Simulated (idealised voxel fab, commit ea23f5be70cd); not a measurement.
process module | voxel wiring stack
cross-section cut | 180 nm wide | cells 5 nm
A cross-section is a grid of square cells, given in bands from the top down. A band is one or more rows of cells.
Each band's line starts with the height of the band's top and of its bottom, in nm. Then come its materials from left to right, each with its width in nm. One material with "throughout" fills the band from edge to edge. "air" is empty space.
Height 0 is the level under which the wafer as received is all one material. The lowest band goes on downwards, as in "0 down".
A width such as "30 to 40" changes by the same amount from each row of cells to the next, from the band's top row to its bottom row.
"no change" after a step means that no cell of the cross-section changed.
closed voids: empty space of 8 cells or more with no open way to the top, each as width x height at its distance from the left edge, in nm
after a step's settings: what the simulator itself notes on the step
overlay nm, on a step with a mask: how far to the right of its planned place the mask lay; to the left if negative
Each pair below shows a cross-section before one step and the cross-section after it, down to the lowest band that changed. The line under each pair gives the step between them, with its settings. The pairs can come from different runs of this module on the same starting wafer, so a pair continues from the pair above only where its "before" says so.
before
  0 down: Si throughout
  closed voids: none
after
  10 to 0: SiO2 throughout
  below 0: unchanged
  closed voids: none
the step between: op CONFORMAL_DEP | material SiO2 | thk nm 10
before: the cross-section after the pair above
after
  15 to 10: TiN throughout
  below 10: unchanged
  closed voids: none
the step between: op DIRECTIONAL_DEP | material TiN | thk nm 5
before: the cross-section after the pair above
after
  30 to 15: Ru throughout
  below 15: unchanged
  closed voids: none
the step between: op DIRECTIONAL_DEP | material Ru | thk nm 15
before: the cross-section after the pair above
after
  45 to 30: aC throughout
  below 30: unchanged
  closed voids: none
the step between: op DIRECTIONAL_DEP | material aC | thk nm 15
before: the cross-section after the pair above
after
  80 to 45: air 30 | resist 20 | air 30 | resist 20 | air 30 | resist 20 | air 30
  below 45: unchanged
  closed voids: none
the step between: op PATTERN | tone cover | mask id METAL_1 | material resist | width nm 20 | pitch nm 50 | thk nm 35 | overlay nm 0
before: the cross-section after the pair above
after
  65 to 45: air 30 | resist 20 | air 30 | resist 20 | air 30 | resist 20 | air 30
  45 to 30: air 30 | aC 20 | air 30 | aC 20 | air 30 | aC 20 | air 30
  below 30: unchanged
  closed voids: none
the step between: op DIRECTIONAL_ETCH | etch materials aC | depth nm 15
before: the cross-section after the pair above
after
  45 to 30: air 30 | aC 20 | air 30 | aC 20 | air 30 | aC 20 | air 30
  below 30: unchanged
  closed voids: none
the step between: op STRIP | etch materials resist
before: the cross-section after the pair above
after
  45 to 30: air 30 | aC 20 | air 30 | aC 20 | air 30 | aC 20 | air 30
  30 to 15: air 30 | Ru 20 | air 30 | Ru 20 | air 30 | Ru 20 | air 30
  below 15: unchanged
  closed voids: none
the step between: op DIRECTIONAL_ETCH | etch materials Ru | depth nm 15
before: the cross-section after the pair above
after
  45 to 30: air 30 | aC 20 | air 30 | aC 20 | air 30 | aC 20 | air 30
  30 to 15: air 30 | Ru 20 | air 30 | Ru 20 | air 30 | Ru 20 | air 30
  15 to 10: air 30 | TiN 20 | air 30 | TiN 20 | air 30 | TiN 20 | air 30
  below 10: unchanged
  closed voids: none
the step between: op DIRECTIONAL_ETCH | etch materials TiN | depth nm 5
before: the cross-section after the pair above
after
  30 to 15: air 30 | Ru 20 | air 30 | Ru 20 | air 30 | Ru 20 | air 30
  below 15: unchanged
  closed voids: none
the step between: op STRIP | etch materials aC
before: the cross-section after the pair above
after
  40 to 30: SiO2 throughout
  30 to 15: SiO2 30 | Ru 20 | SiO2 30 | Ru 20 | SiO2 30 | Ru 20 | SiO2 30
  15 to 10: SiO2 30 | TiN 20 | SiO2 30 | TiN 20 | SiO2 30 | TiN 20 | SiO2 30
  below 10: unchanged
  closed voids: none
the step between: op FILL_DEP | material SiO2 | thk nm 10
before: the cross-section after the pair above
after
  30 to 15: SiO2 30 | Ru 20 | SiO2 30 | Ru 20 | SiO2 30 | Ru 20 | SiO2 30
  below 15: unchanged
  closed voids: none
the step between: op CMP | height nm 30
before: the cross-section after the pair above
after
  35 to 30: SiCN throughout
  below 30: unchanged
  closed voids: none
the step between: op CONFORMAL_DEP | material SiCN | thk nm 5
before: the cross-section after the pair above
after
  50 to 35: lowk throughout
  below 35: unchanged
  closed voids: none
the step between: op DIRECTIONAL_DEP | material lowk | thk nm 15
before: the cross-section after the pair above
after
  50 to 35: lowk 30 | air 15 | lowk 85 | air 15 | lowk 35
  below 35: unchanged
  closed voids: none
the step between: op MASKED_ETCH | tone open | mask id PLUG_1 | width nm 15 | pitch nm 100 | etch materials lowk | depth nm 15 | overlay nm 0
before: the cross-section after the pair above
after
  50 to 35: lowk 30 | air 15 | lowk 85 | air 15 | lowk 35
  35 to 30: SiCN 30 | air 15 | SiCN 85 | air 15 | SiCN 35
  below 30: unchanged
  closed voids: none
the step between: op MASKED_ETCH | tone open | mask id PLUG_1 | width nm 15 | pitch nm 100 | etch materials SiCN | depth nm 5 | overlay nm 0
before: the cross-section after the pair above
after
  55 to 50: TiN 35 | air 5 | TiN 95 | air 5 | TiN 40
  50 to 35: lowk 30 | TiN 5 | air 5 | TiN 5 | lowk 85 | TiN 5 | air 5 | TiN 5 | lowk 35
  35 to 30: SiCN 30 | TiN 15 | SiCN 85 | TiN 15 | SiCN 35
  below 30: unchanged
  closed voids: none
the step between: op CONFORMAL_DEP | material TiN | thk nm 5
before: the cross-section after the pair above
after
  65 to 55: Cu throughout
  55 to 50: TiN 35 | Cu 5 | TiN 95 | Cu 5 | TiN 40
  50 to 35: lowk 30 | TiN 5 | Cu 5 | TiN 5 | lowk 85 | TiN 5 | Cu 5 | TiN 5 | lowk 35
  below 35: unchanged
  closed voids: none
the step between: op FILL_DEP | material Cu | thk nm 10
before: the cross-section after the pair above
after
  50 to 35: lowk 30 | TiN 5 | Cu 5 | TiN 5 | lowk 85 | TiN 5 | Cu 5 | TiN 5 | lowk 35
  below 35: unchanged
  closed voids: none
the step between: op CMP | height nm 50
before: the cross-section after the pair above
after
  55 to 50: SiCN throughout
  below 50: unchanged
  closed voids: none
the step between: op CONFORMAL_DEP | material SiCN | thk nm 5
before: the cross-section after the pair above
after
  70 to 55: SiO2 throughout
  below 55: unchanged
  closed voids: none
the step between: op DIRECTIONAL_DEP | material SiO2 | thk nm 15
before: the cross-section after the pair above
after
  70 to 55: SiO2 30 | air 20 | SiO2 30 | air 20 | SiO2 30 | air 20 | SiO2 30
  below 55: unchanged
  closed voids: none
the step between: op MASKED_ETCH | tone open | mask id METAL_2 | width nm 20 | pitch nm 50 | etch materials SiO2 | depth nm 15 | overlay nm 0
before: the cross-section after the pair above
after
  70 to 55: SiO2 30 | air 20 | SiO2 30 | air 20 | SiO2 30 | air 20 | SiO2 30
  55 to 50: SiCN 30 | air 20 | SiCN 30 | air 20 | SiCN 30 | air 20 | SiCN 30
  below 50: unchanged
  closed voids: none
the step between: op MASKED_ETCH | tone open | mask id METAL_2 | width nm 20 | pitch nm 50 | etch materials SiCN | depth nm 5 | overlay nm 0
before: the cross-section after the pair above
after
  75 to 70: TiN 35 | air 10 | TiN 40 | air 10 | TiN 40 | air 10 | TiN 35
  70 to 55: SiO2 30 | TiN 5 | air 10 | TiN 5 | SiO2 30 | TiN 5 | air 10 | TiN 5 | SiO2 30 | TiN 5 | air 10 | TiN 5 | SiO2 30
  55 to 50: SiCN 30 | TiN 20 | SiCN 30 | TiN 20 | SiCN 30 | TiN 20 | SiCN 30
  below 50: unchanged
  closed voids: none
the step between: op CONFORMAL_DEP | material TiN | thk nm 5
before: the cross-section after the pair above
after
  80 to 75: Ru throughout
  75 to 70: TiN 35 | Ru 10 | TiN 40 | Ru 10 | TiN 40 | Ru 10 | TiN 35
  70 to 55: SiO2 30 | TiN 5 | Ru 10 | TiN 5 | SiO2 30 | TiN 5 | Ru 10 | TiN 5 | SiO2 30 | TiN 5 | Ru 10 | TiN 5 | SiO2 30
  below 55: unchanged
  closed voids: none
the step between: op FILL_DEP | material Ru | thk nm 5
before: the cross-section after the pair above
after
  70 to 55: SiO2 30 | TiN 5 | Ru 10 | TiN 5 | SiO2 30 | TiN 5 | Ru 10 | TiN 5 | SiO2 30 | TiN 5 | Ru 10 | TiN 5 | SiO2 30
  below 55: unchanged
  closed voids: none
the step between: op CMP | height nm 70
before: the cross-section after the pair above
after
  75 to 70: SiCN throughout
  below 70: unchanged
  closed voids: none
the step between: op CONFORMAL_DEP | material SiCN | thk nm 5
before: the cross-section after the pair above
after
  90 to 75: SiO2 throughout
  below 75: unchanged
  closed voids: none
the step between: op DIRECTIONAL_DEP | material SiO2 | thk nm 15
before: the cross-section after the pair above
after
  90 to 75: SiO2 30 | air 15 | SiO2 85 | air 15 | SiO2 35
  below 75: unchanged
  closed voids: none
the step between: op MASKED_ETCH | tone open | mask id PLUG_2 | width nm 15 | pitch nm 100 | etch materials SiO2 | depth nm 15 | overlay nm 0
before: the cross-section after the pair above
after
  90 to 75: SiO2 30 | air 15 | SiO2 85 | air 15 | SiO2 35
  75 to 70: SiCN 30 | air 15 | SiCN 85 | air 15 | SiCN 35
  below 70: unchanged
  closed voids: none
the step between: op MASKED_ETCH | tone open | mask id PLUG_2 | width nm 15 | pitch nm 100 | etch materials SiCN | depth nm 5 | overlay nm 0
before: the cross-section after the pair above
after
  90 to 80: SiO2 30 | air 15 | SiO2 85 | air 15 | SiO2 35
  80 to 75: SiO2 30 | Ru 15 | SiO2 85 | Ru 15 | SiO2 35
  75 to 70: SiCN 30 | Ru 15 | SiCN 85 | Ru 15 | SiCN 35
  below 70: unchanged
  closed voids: none
the step between: op EPI | material Ru | thk nm 10
before: the cross-section after the pair above
after
  90 to 75: SiO2 30 | Ru 15 | SiO2 85 | Ru 15 | SiO2 35
  below 75: unchanged
  closed voids: none
the step between: op EPI | material Ru | thk nm 10
before: the cross-section after the pair above
after
  95 to 90: SiN throughout
  below 90: unchanged
  closed voids: none
the step between: op CONFORMAL_DEP | material SiN | thk nm 5
before: the cross-section after the pair above
after
  110 to 95: lowk throughout
  below 95: unchanged
  closed voids: none
the step between: op DIRECTIONAL_DEP | material lowk | thk nm 15
before: the cross-section after the pair above
after
  110 to 95: lowk 30 | air 20 | lowk 30 | air 20 | lowk 30 | air 20 | lowk 30
  below 95: unchanged
  closed voids: none
the step between: op MASKED_ETCH | tone open | mask id METAL_3 | width nm 20 | pitch nm 50 | etch materials lowk | depth nm 15 | overlay nm 0
before: the cross-section after the pair above
after
  110 to 95: lowk 30 | air 20 | lowk 30 | air 20 | lowk 30 | air 20 | lowk 30
  95 to 90: SiN 30 | air 20 | SiN 30 | air 20 | SiN 30 | air 20 | SiN 30
  below 90: unchanged
  closed voids: none
the step between: op MASKED_ETCH | tone open | mask id METAL_3 | width nm 20 | pitch nm 50 | etch materials SiN | depth nm 5 | overlay nm 0
before: the cross-section after the pair above
after
  115 to 110: TiN 35 | air 10 | TiN 40 | air 10 | TiN 40 | air 10 | TiN 35
  110 to 95: lowk 30 | TiN 5 | air 10 | TiN 5 | lowk 30 | TiN 5 | air 10 | TiN 5 | lowk 30 | TiN 5 | air 10 | TiN 5 | lowk 30
  95 to 90: SiN 30 | TiN 20 | SiN 30 | TiN 20 | SiN 30 | TiN 20 | SiN 30
  below 90: unchanged
  closed voids: none
the step between: op CONFORMAL_DEP | material TiN | thk nm 5
before: the cross-section after the pair above
after
  125 to 115: Cu throughout
  115 to 110: TiN 35 | Cu 10 | TiN 40 | Cu 10 | TiN 40 | Cu 10 | TiN 35
  110 to 95: lowk 30 | TiN 5 | Cu 10 | TiN 5 | lowk 30 | TiN 5 | Cu 10 | TiN 5 | lowk 30 | TiN 5 | Cu 10 | TiN 5 | lowk 30
  below 95: unchanged
  closed voids: none
the step between: op FILL_DEP | material Cu | thk nm 10
before: the cross-section after the pair above
after
  110 to 95: lowk 30 | TiN 5 | Cu 10 | TiN 5 | lowk 30 | TiN 5 | Cu 10 | TiN 5 | lowk 30 | TiN 5 | Cu 10 | TiN 5 | lowk 30
  below 95: unchanged
  closed voids: none
the step between: op CMP | height nm 110
before: the cross-section after the pair above
after
  115 to 110: air 25 | Ru 30 | air 20 | Ru 30 | air 20 | Ru 30 | air 25
  below 110: unchanged
  closed voids: none
the step between: op EPI | material Ru | thk nm 5
before: the cross-section after the pair above
after
  120 to 115: SiCN throughout
  115 to 110: SiCN 25 | Ru 30 | SiCN 20 | Ru 30 | SiCN 20 | Ru 30 | SiCN 25
  below 110: unchanged
  closed voids: none
the step between: op FILL_DEP | material SiCN | thk nm 5
before: the cross-section after the pair above
after
  145 to 120: SiO2 throughout
  below 120: unchanged
  closed voids: none
the step between: op DIRECTIONAL_DEP | material SiO2 | thk nm 25
before: the cross-section after the pair above
after
  145 to 130: SiO2 30 | air 20 | SiO2 30 | air 20 | SiO2 30 | air 20 | SiO2 30
  below 130: unchanged
  closed voids: none
the step between: op MASKED_ETCH | tone open | mask id METAL_4 | width nm 20 | pitch nm 50 | etch materials SiO2 | depth nm 15 | overlay nm 0
before: the cross-section after the pair above
after
  145 to 130: SiO2 30 | air 20 | SiO2 30 | air 20 | SiO2 30 | air 20 | SiO2 30
  130 to 120: SiO2 30 | air 15 | SiO2 35 | air 15 | SiO2 35 | air 15 | SiO2 35
  below 120: unchanged
  closed voids: none
the step between: op MASKED_ETCH | tone open | mask id METAL_4_HOLES | width nm 15 | pitch nm 50 | etch materials SiO2 | depth nm 10 | overlay nm 0
before: the cross-section after the pair above
after
  145 to 130: SiO2 30 | air 20 | SiO2 30 | air 20 | SiO2 30 | air 20 | SiO2 30
  130 to 120: SiO2 30 | air 15 | SiO2 35 | air 15 | SiO2 35 | air 15 | SiO2 35
  120 to 115: SiCN 30 | air 15 | SiCN 35 | air 15 | SiCN 35 | air 15 | SiCN 35
  below 115: unchanged
  closed voids: none
the step between: op MASKED_ETCH | tone open | mask id METAL_4_HOLES | width nm 15 | pitch nm 50 | etch materials SiCN | depth nm 5 | overlay nm 0
before: the cross-section after the pair above
after
  150 to 145: TiN 35 | air 10 | TiN 40 | air 10 | TiN 40 | air 10 | TiN 35
  145 to 135: SiO2 30 | TiN 5 | air 10 | TiN 5 | SiO2 30 | TiN 5 | air 10 | TiN 5 | SiO2 30 | TiN 5 | air 10 | TiN 5 | SiO2 30
  135 to 130: SiO2 30 | TiN 5 | air 5 | TiN 10 | SiO2 30 | TiN 5 | air 5 | TiN 10 | SiO2 30 | TiN 5 | air 5 | TiN 10 | SiO2 30
  130 to 120: SiO2 30 | TiN 5 | air 5 | TiN 5 | SiO2 35 | TiN 5 | air 5 | TiN 5 | SiO2 35 | TiN 5 | air 5 | TiN 5 | SiO2 35
  120 to 115: SiCN 30 | TiN 15 | SiCN 35 | TiN 15 | SiCN 35 | TiN 15 | SiCN 35
  below 115: unchanged
  closed voids: none
the step between: op CONFORMAL_DEP | material TiN | thk nm 5
before: the cross-section after the pair above
after
  160 to 150: Cu throughout
  150 to 145: TiN 35 | Cu 10 | TiN 40 | Cu 10 | TiN 40 | Cu 10 | TiN 35
  145 to 135: SiO2 30 | TiN 5 | Cu 10 | TiN 5 | SiO2 30 | TiN 5 | Cu 10 | TiN 5 | SiO2 30 | TiN 5 | Cu 10 | TiN 5 | SiO2 30
  135 to 130: SiO2 30 | TiN 5 | Cu 5 | TiN 10 | SiO2 30 | TiN 5 | Cu 5 | TiN 10 | SiO2 30 | TiN 5 | Cu 5 | TiN 10 | SiO2 30
  130 to 120: SiO2 30 | TiN 5 | Cu 5 | TiN 5 | SiO2 35 | TiN 5 | Cu 5 | TiN 5 | SiO2 35 | TiN 5 | Cu 5 | TiN 5 | SiO2 35
  below 120: unchanged
  closed voids: none
the step between: op FILL_DEP | material Cu | thk nm 10
before: the cross-section after the pair above
after
  145 to 135: SiO2 30 | TiN 5 | Cu 10 | TiN 5 | SiO2 30 | TiN 5 | Cu 10 | TiN 5 | SiO2 30 | TiN 5 | Cu 10 | TiN 5 | SiO2 30
  below 135: unchanged
  closed voids: none
the step between: op CMP | height nm 145
before: the cross-section after the pair above
after
  150 to 145: SiN throughout
  below 145: unchanged
  closed voids: none
the step between: op CONFORMAL_DEP | material SiN | thk nm 5
before
  75 to 70: SiCN throughout
  70 to 55: SiO2 30 | TiN 5 | Ru 10 | TiN 5 | SiO2 30 | TiN 5 | Ru 10 | TiN 5 | SiO2 30 | TiN 5 | Ru 10 | TiN 5 | SiO2 30
  55 to 50: SiCN 30 | TiN 20 | SiCN 30 | TiN 20 | SiCN 30 | TiN 20 | SiCN 30
  50 to 35: lowk 30 | TiN 5 | Cu 5 | TiN 5 | lowk 85 | TiN 5 | Cu 5 | TiN 5 | lowk 35
  35 to 30: SiCN 30 | TiN 15 | SiCN 85 | TiN 15 | SiCN 35
  30 to 15: SiO2 30 | Ru 20 | SiO2 30 | Ru 20 | SiO2 30 | Ru 20 | SiO2 30
  15 to 10: SiO2 30 | TiN 20 | SiO2 30 | TiN 20 | SiO2 30 | TiN 20 | SiO2 30
  10 to 0: SiO2 throughout
  0 down: Si throughout
  closed voids: none
after
  75 to 70: SiCN 30 | air 15 | SiCN 85 | air 15 | SiCN 35
  below 70: unchanged
  closed voids: none
the step between: op MASKED_ETCH | tone open | mask id PLUG_2 | width nm 15 | pitch nm 100 | etch materials SiCN | depth nm 5 | overlay nm 0
before: the cross-section after the pair above
after
  80 to 75: air 25 | Ru 25 | air 75 | Ru 25 | air 30
  75 to 70: SiCN 30 | Ru 15 | SiCN 85 | Ru 15 | SiCN 35
  below 70: unchanged
  closed voids: none
the step between: op EPI | material Ru | thk nm 10
before: the cross-section after the pair above
after
  90 to 75: air 15 | Ru 45 | air 55 | Ru 45 | air 20
  below 75: unchanged
  closed voids: none
the step between: op EPI | material Ru | thk nm 10
before: the cross-section after the pair above
after
  95 to 90: air 10 | SiN 55 | air 45 | SiN 55 | air 15
  90 to 80: air 10 | SiN 5 | Ru 45 | SiN 5 | air 45 | SiN 5 | Ru 45 | SiN 5 | air 15
  80 to 75: SiN 15 | Ru 45 | SiN 55 | Ru 45 | SiN 20
  below 75: unchanged
  closed voids: none
the step between: op CONFORMAL_DEP | material SiN | thk nm 5
before: the cross-section after the pair above
after
  110 to 95: air 10 | lowk 55 | air 45 | lowk 55 | air 15
  95 to 90: lowk 10 | SiN 55 | lowk 45 | SiN 55 | lowk 15
  90 to 80: lowk 10 | SiN 5 | Ru 45 | SiN 5 | lowk 45 | SiN 5 | Ru 45 | SiN 5 | lowk 15
  below 80: unchanged
  closed voids: none
the step between: op DIRECTIONAL_DEP | material lowk | thk nm 15
before: the cross-section after the pair above
after
  110 to 95: air 10 | lowk 20 | air 20 | lowk 15 | air 45 | lowk 20 | air 20 | lowk 15 | air 15
  95 to 90: lowk 10 | SiN 55 | lowk 15 | air 20 | lowk 10 | SiN 55 | lowk 15
  90 to 80: lowk 10 | SiN 5 | Ru 45 | SiN 5 | lowk 15 | air 20 | lowk 10 | SiN 5 | Ru 45 | SiN 5 | lowk 15
  below 80: unchanged
  closed voids: none
the step between: op MASKED_ETCH | tone open | mask id METAL_3 | width nm 20 | pitch nm 50 | etch materials lowk | depth nm 15 | overlay nm 0
before: the cross-section after the pair above
after
  110 to 95: air 10 | lowk 20 | air 20 | lowk 15 | air 45 | lowk 20 | air 20 | lowk 15 | air 15
  95 to 90: lowk 10 | SiN 20 | air 20 | SiN 15 | lowk 15 | air 20 | lowk 10 | SiN 20 | air 20 | SiN 15 | lowk 15
  90 to 80: lowk 10 | SiN 5 | Ru 45 | SiN 5 | lowk 15 | air 20 | lowk 10 | SiN 5 | Ru 45 | SiN 5 | lowk 15
  80 to 75: SiN 15 | Ru 45 | SiN 20 | air 20 | SiN 15 | Ru 45 | SiN 20
  below 75: unchanged
  closed voids: none
the step between: op MASKED_ETCH | tone open | mask id METAL_3 | width nm 20 | pitch nm 50 | etch materials SiN | depth nm 5 | overlay nm 0
before: the cross-section after the pair above
after
  115 to 110: air 5 | TiN 30 | air 10 | TiN 25 | air 35 | TiN 30 | air 10 | TiN 25 | air 10
  110 to 100: air 5 | TiN 5 | lowk 20 | TiN 5 | air 10 | TiN 5 | lowk 15 | TiN 5 | air 35 | TiN 5 | lowk 20 | TiN 5 | air 10 | TiN 5 | lowk 15 | TiN 5 | air 10
  100 to 95: TiN 10 | lowk 20 | TiN 5 | air 10 | TiN 5 | lowk 15 | TiN 20 | air 10 | TiN 15 | lowk 20 | TiN 5 | air 10 | TiN 5 | lowk 15 | TiN 15
  95 to 90: lowk 10 | SiN 20 | TiN 20 | SiN 15 | lowk 15 | TiN 5 | air 10 | TiN 5 | lowk 10 | SiN 20 | TiN 20 | SiN 15 | lowk 15
  90 to 80: lowk 10 | SiN 5 | Ru 45 | SiN 5 | lowk 15 | TiN 5 | air 10 | TiN 5 | lowk 10 | SiN 5 | Ru 45 | SiN 5 | lowk 15
  80 to 75: SiN 15 | Ru 45 | SiN 20 | TiN 20 | SiN 15 | Ru 45 | SiN 20
  below 75: unchanged
  closed voids: none
the step between: op CONFORMAL_DEP | material TiN | thk nm 5
before: the cross-section after the pair above
after
  125 to 115: Cu throughout
  115 to 110: Cu 5 | TiN 30 | Cu 10 | TiN 25 | Cu 35 | TiN 30 | Cu 10 | TiN 25 | Cu 10
  110 to 100: Cu 5 | TiN 5 | lowk 20 | TiN 5 | Cu 10 | TiN 5 | lowk 15 | TiN 5 | Cu 35 | TiN 5 | lowk 20 | TiN 5 | Cu 10 | TiN 5 | lowk 15 | TiN 5 | Cu 10
  100 to 95: TiN 10 | lowk 20 | TiN 5 | Cu 10 | TiN 5 | lowk 15 | TiN 20 | Cu 10 | TiN 15 | lowk 20 | TiN 5 | Cu 10 | TiN 5 | lowk 15 | TiN 15
  95 to 90: lowk 10 | SiN 20 | TiN 20 | SiN 15 | lowk 15 | TiN 5 | Cu 10 | TiN 5 | lowk 10 | SiN 20 | TiN 20 | SiN 15 | lowk 15
  90 to 80: lowk 10 | SiN 5 | Ru 45 | SiN 5 | lowk 15 | TiN 5 | Cu 10 | TiN 5 | lowk 10 | SiN 5 | Ru 45 | SiN 5 | lowk 15
  below 80: unchanged
  closed voids: none
the step between: op FILL_DEP | material Cu | thk nm 10
before: the cross-section after the pair above
after
  110 to 100: Cu 5 | TiN 5 | lowk 20 | TiN 5 | Cu 10 | TiN 5 | lowk 15 | TiN 5 | Cu 35 | TiN 5 | lowk 20 | TiN 5 | Cu 10 | TiN 5 | lowk 15 | TiN 5 | Cu 10
  below 100: unchanged
  closed voids: none
the step between: op CMP | height nm 110
before: the cross-section after the pair above
after
  115 to 110: Ru 15 | air 10 | Ru 30 | air 5 | Ru 55 | air 10 | Ru 30 | air 5 | Ru 20
  below 110: unchanged
  closed voids: none
the step between: op EPI | material Ru | thk nm 5
before: the cross-section after the pair above
after
  120 to 115: SiCN throughout
  115 to 110: Ru 15 | SiCN 10 | Ru 30 | SiCN 5 | Ru 55 | SiCN 10 | Ru 30 | SiCN 5 | Ru 20
  below 110: unchanged
  closed voids: none
the step between: op FILL_DEP | material SiCN | thk nm 5
before: the cross-section after the pair above
after
  145 to 120: SiO2 throughout
  below 120: unchanged
  closed voids: none
the step between: op DIRECTIONAL_DEP | material SiO2 | thk nm 25
before: the cross-section after the pair above
after
  145 to 130: SiO2 30 | air 20 | SiO2 30 | air 20 | SiO2 30 | air 20 | SiO2 30
  below 130: unchanged
  closed voids: none
the step between: op MASKED_ETCH | tone open | mask id METAL_4 | width nm 20 | pitch nm 50 | etch materials SiO2 | depth nm 15 | overlay nm 0
before: the cross-section after the pair above
after
  145 to 130: SiO2 30 | air 20 | SiO2 30 | air 20 | SiO2 30 | air 20 | SiO2 30
  130 to 120: SiO2 30 | air 15 | SiO2 35 | air 15 | SiO2 35 | air 15 | SiO2 35
  below 120: unchanged
  closed voids: none
the step between: op MASKED_ETCH | tone open | mask id METAL_4_HOLES | width nm 15 | pitch nm 50 | etch materials SiO2 | depth nm 10 | overlay nm 0
before: the cross-section after the pair above
after
  145 to 130: SiO2 30 | air 20 | SiO2 30 | air 20 | SiO2 30 | air 20 | SiO2 30
  130 to 120: SiO2 30 | air 15 | SiO2 35 | air 15 | SiO2 35 | air 15 | SiO2 35
  120 to 115: SiCN 30 | air 15 | SiCN 35 | air 15 | SiCN 35 | air 15 | SiCN 35
  below 115: unchanged
  closed voids: none
the step between: op MASKED_ETCH | tone open | mask id METAL_4_HOLES | width nm 15 | pitch nm 50 | etch materials SiCN | depth nm 5 | overlay nm 0
before: the cross-section after the pair above
after
  150 to 145: TiN 35 | air 10 | TiN 40 | air 10 | TiN 40 | air 10 | TiN 35
  145 to 135: SiO2 30 | TiN 5 | air 10 | TiN 5 | SiO2 30 | TiN 5 | air 10 | TiN 5 | SiO2 30 | TiN 5 | air 10 | TiN 5 | SiO2 30
  135 to 130: SiO2 30 | TiN 5 | air 5 | TiN 10 | SiO2 30 | TiN 5 | air 5 | TiN 10 | SiO2 30 | TiN 5 | air 5 | TiN 10 | SiO2 30
  130 to 120: SiO2 30 | TiN 5 | air 5 | TiN 5 | SiO2 35 | TiN 5 | air 5 | TiN 5 | SiO2 35 | TiN 5 | air 5 | TiN 5 | SiO2 35
  120 to 115: SiCN 30 | TiN 15 | SiCN 35 | TiN 15 | SiCN 35 | TiN 15 | SiCN 35
  below 115: unchanged
  closed voids: none
the step between: op CONFORMAL_DEP | material TiN | thk nm 5
before: the cross-section after the pair above
after
  160 to 150: Cu throughout
  150 to 145: TiN 35 | Cu 10 | TiN 40 | Cu 10 | TiN 40 | Cu 10 | TiN 35
  145 to 135: SiO2 30 | TiN 5 | Cu 10 | TiN 5 | SiO2 30 | TiN 5 | Cu 10 | TiN 5 | SiO2 30 | TiN 5 | Cu 10 | TiN 5 | SiO2 30
  135 to 130: SiO2 30 | TiN 5 | Cu 5 | TiN 10 | SiO2 30 | TiN 5 | Cu 5 | TiN 10 | SiO2 30 | TiN 5 | Cu 5 | TiN 10 | SiO2 30
  130 to 120: SiO2 30 | TiN 5 | Cu 5 | TiN 5 | SiO2 35 | TiN 5 | Cu 5 | TiN 5 | SiO2 35 | TiN 5 | Cu 5 | TiN 5 | SiO2 35
  below 120: unchanged
  closed voids: none
the step between: op FILL_DEP | material Cu | thk nm 10
before: the cross-section after the pair above
after
  145 to 135: SiO2 30 | TiN 5 | Cu 10 | TiN 5 | SiO2 30 | TiN 5 | Cu 10 | TiN 5 | SiO2 30 | TiN 5 | Cu 10 | TiN 5 | SiO2 30
  below 135: unchanged
  closed voids: none
the step between: op CMP | height nm 145
before: the cross-section after the pair above
after
  150 to 145: SiN throughout
  below 145: unchanged
  closed voids: none
the step between: op CONFORMAL_DEP | material SiN | thk nm 5
before
  90 to 75: SiO2 throughout
  75 to 70: SiCN throughout
  70 to 55: SiO2 30 | TiN 5 | Ru 10 | TiN 5 | SiO2 30 | TiN 5 | Ru 10 | TiN 5 | SiO2 30 | TiN 5 | Ru 10 | TiN 5 | SiO2 30
  55 to 50: SiCN 30 | TiN 20 | SiCN 30 | TiN 20 | SiCN 30 | TiN 20 | SiCN 30
  50 to 35: lowk 30 | TiN 5 | Cu 5 | TiN 5 | lowk 85 | TiN 5 | Cu 5 | TiN 5 | lowk 35
  35 to 30: SiCN 30 | TiN 15 | SiCN 85 | TiN 15 | SiCN 35
  30 to 15: SiO2 30 | Ru 20 | SiO2 30 | Ru 20 | SiO2 30 | Ru 20 | SiO2 30
  15 to 10: SiO2 30 | TiN 20 | SiO2 30 | TiN 20 | SiO2 30 | TiN 20 | SiO2 30
  10 to 0: SiO2 throughout
  0 down: Si throughout
  closed voids: none
after
  105 to 75: SiO2 throughout
  below 75: unchanged
  closed voids: none
the step between: op DIRECTIONAL_DEP | material SiO2 | thk nm 15
before: the cross-section after the pair above
after
  105 to 90: SiO2 30 | air 15 | SiO2 85 | air 15 | SiO2 35
  below 90: unchanged
  closed voids: none
the step between: op MASKED_ETCH | tone open | mask id PLUG_2 | width nm 15 | pitch nm 100 | etch materials SiO2 | depth nm 15 | overlay nm 0
before: the cross-section after the pair above
after
  110 to 105: SiN 35 | air 5 | SiN 95 | air 5 | SiN 40
  105 to 95: SiO2 30 | SiN 5 | air 5 | SiN 5 | SiO2 85 | SiN 5 | air 5 | SiN 5 | SiO2 35
  95 to 90: SiO2 30 | SiN 15 | SiO2 85 | SiN 15 | SiO2 35
  below 90: unchanged
  closed voids: none
the step between: op CONFORMAL_DEP | material SiN | thk nm 5
before: the cross-section after the pair above
after
  125 to 110: lowk 35 | air 5 | lowk 95 | air 5 | lowk 40
  110 to 105: SiN 35 | lowk 5 | SiN 95 | lowk 5 | SiN 40
  105 to 95: SiO2 30 | SiN 5 | lowk 5 | SiN 5 | SiO2 85 | SiN 5 | lowk 5 | SiN 5 | SiO2 35
  below 95: unchanged
  closed voids: none
the step between: op DIRECTIONAL_DEP | material lowk | thk nm 15
before: the cross-section after the pair above
after
  125 to 110: lowk 30 | air 20 | lowk 30 | air 20 | lowk 30 | air 20 | lowk 30
  110 to 105: SiN 35 | air 5 | SiN 95 | air 5 | SiN 40
  105 to 95: SiO2 30 | SiN 5 | air 5 | SiN 5 | SiO2 85 | SiN 5 | air 5 | SiN 5 | SiO2 35
  below 95: unchanged
  closed voids: none
the step between: op MASKED_ETCH | tone open | mask id METAL_3 | width nm 20 | pitch nm 50 | etch materials lowk | depth nm 15 | overlay nm 0
before: the cross-section after the pair above
after
  125 to 110: lowk 30 | air 20 | lowk 30 | air 20 | lowk 30 | air 20 | lowk 30
  110 to 105: SiN 30 | air 20 | SiN 30 | air 20 | SiN 30 | air 20 | SiN 30
  105 to 90: SiO2 30 | SiN 5 | air 5 | SiN 5 | SiO2 85 | SiN 5 | air 5 | SiN 5 | SiO2 35
  below 90: unchanged
  closed voids: none
the step between: op MASKED_ETCH | tone open | mask id METAL_3 | width nm 20 | pitch nm 50 | etch materials SiN | depth nm 5 | overlay nm 0
before: the cross-section after the pair above
after
  130 to 125: TiN 35 | air 10 | TiN 40 | air 10 | TiN 40 | air 10 | TiN 35
  125 to 110: lowk 30 | TiN 5 | air 10 | TiN 5 | lowk 30 | TiN 5 | air 10 | TiN 5 | lowk 30 | TiN 5 | air 10 | TiN 5 | lowk 30
  110 to 105: SiN 30 | TiN 20 | SiN 30 | TiN 20 | SiN 30 | TiN 20 | SiN 30
  105 to 90: SiO2 30 | SiN 5 | TiN 5 | SiN 5 | SiO2 85 | SiN 5 | TiN 5 | SiN 5 | SiO2 35
  below 90: unchanged
  closed voids: none
the step between: op CONFORMAL_DEP | material TiN | thk nm 5
